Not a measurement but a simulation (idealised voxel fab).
Title: Process Module voxel self aligned vias
We display cut, a cross-section 235 nm in width whose square cells are each 5 nm.
Each cross-section below is a grid of square cells, stated as bands in top-down order, with one or more rows of cells making up each band. First you get the band's top height and its bottom height, in nm, and then the materials it's made of, left to right, with each width in nm. If you see a single material with "edge to edge", that one covers the band edge to edge. "air" is empty space. Beneath 0, the wafer as received is one material, and that level is where height counting begins. The lowest band goes on downward without a bottom; it is written like "z 0 and below". When a width is written as two numbers, as in "30->40", the first number is the width in the top row of cells of the band and the second is the width in its bottom row, and the width changes by the same amount from each row to the next. Key: "left unchanged" - step with no changed cell in the cross-section. Basically, "Encapsulated voids" tells you about the enclosed voids: empty spaces with no open way to the top, 8 cells or bigger, each written width x height at distance, where distance is from the left edge, all in nm. Heads up: the bit after the settings on a step's line is the simulator's remark on that step. Regarding "overlay nm": on a step with a mask, it is the distance the mask lay to the right of its planned place; a negative value places it to the left.
# Intended process steps
1. RECEIVE with material Si
2. CONFORMAL_DEP with material SiO2, thk nm 10
3. CONFORMAL_DEP with material SiCN, thk nm 5
4. DIRECTIONAL_DEP with material SiO2, thk nm 20
5. MASKED_ETCH with tone open, mask id LINES, width nm 25, pitch nm 70, etch materials SiO2, depth nm 20, overlay nm 0
6. CONFORMAL_DEP with material TiN, thk nm 5
7. FILL_DEP with material W, thk nm 10
8. CMP with height nm 35
9. SELECTIVE_ETCH with etch materials W Ru TiN, depth nm 5
10. FILL_DEP with material SiN, thk nm 5
11. CMP with height nm 35
12. DIRECTIONAL_DEP with material SiO2, thk nm 15
13. MASKED_ETCH with tone open, mask id VIAS, width nm 45, pitch nm 70, etch materials SiO2, depth nm 15, overlay nm 0
14. MASKED_ETCH with tone open, mask id VIAS, width nm 45, pitch nm 70, etch materials SiN, depth nm 5, overlay nm 0
15. CONFORMAL_DEP with material TiN, thk nm 5
16. FILL_DEP with material W, thk nm 10
17. CMP with height nm 50
18. CONFORMAL_DEP with material SiN, thk nm 5
# Here's what the wafer looked like in cross-section when it arrived - that's after step 1
* z 0 and below: Si edge to edge
* Encapsulated voids: none
# first wafer at the end, as planned
* z 55 to 50: SiN edge to edge
* z 50 to 40: SiO2=60 / TiN=5 / W=35 / TiN=5 / SiO2=25 / TiN=5 / W=35 / TiN=5 / SiO2=60
* z 40 to 35: SiO2=60 / TiN=15 / W=15 / TiN=15 / SiO2=25 / TiN=15 / W=15 / TiN=15 / SiO2=60
* z 35 to 30: SiO2=70 / TiN=25 / SiO2=45 / TiN=25 / SiO2=70
* z 30 to 20: SiO2=70 / TiN=5 / W=15 / TiN=5 / SiO2=45 / TiN=5 / W=15 / TiN=5 / SiO2=70
* z 20 to 15: SiO2=70 / TiN=25 / SiO2=45 / TiN=25 / SiO2=70
* z 15 to 10: SiCN edge to edge
* z 10 to 0: SiO2 edge to edge
* z 0 and below: Si edge to edge
* Encapsulated voids: none
# Second wafer through the module, sectioned at the end: same beginning and same plan as the first wafer, with one mistake in carrying it out
* z 55 to 50: SiN edge to edge
* z 50 to 35: SiO2=60 / TiN=10 / SiO2=25 / TiN=10 / SiO2=25 / TiN=10 / SiO2=25 / TiN=10 / SiO2=60
* z 35 to 30: SiO2=70 / SiN=25 / SiO2=45 / SiN=25 / SiO2=70
* z 30 to 20: SiO2=70 / TiN=5 / W=15 / TiN=5 / SiO2=45 / TiN=5 / W=15 / TiN=5 / SiO2=70
* z 20 to 15: SiO2=70 / TiN=25 / SiO2=45 / TiN=25 / SiO2=70
* z 15 to 10: SiCN edge to edge
* z 10 to 0: SiO2 edge to edge
* z 0 and below: Si edge to edge
* Encapsulated voids: none
Where did the run depart from the plan? contrary to the plan, steps 12 and 13 were processed in exchanged order
Final tally in cells, some materials are higher or lower on the second wafer than on the first: SiN +10 | SiO2 +30 | TiN -6 | W -34
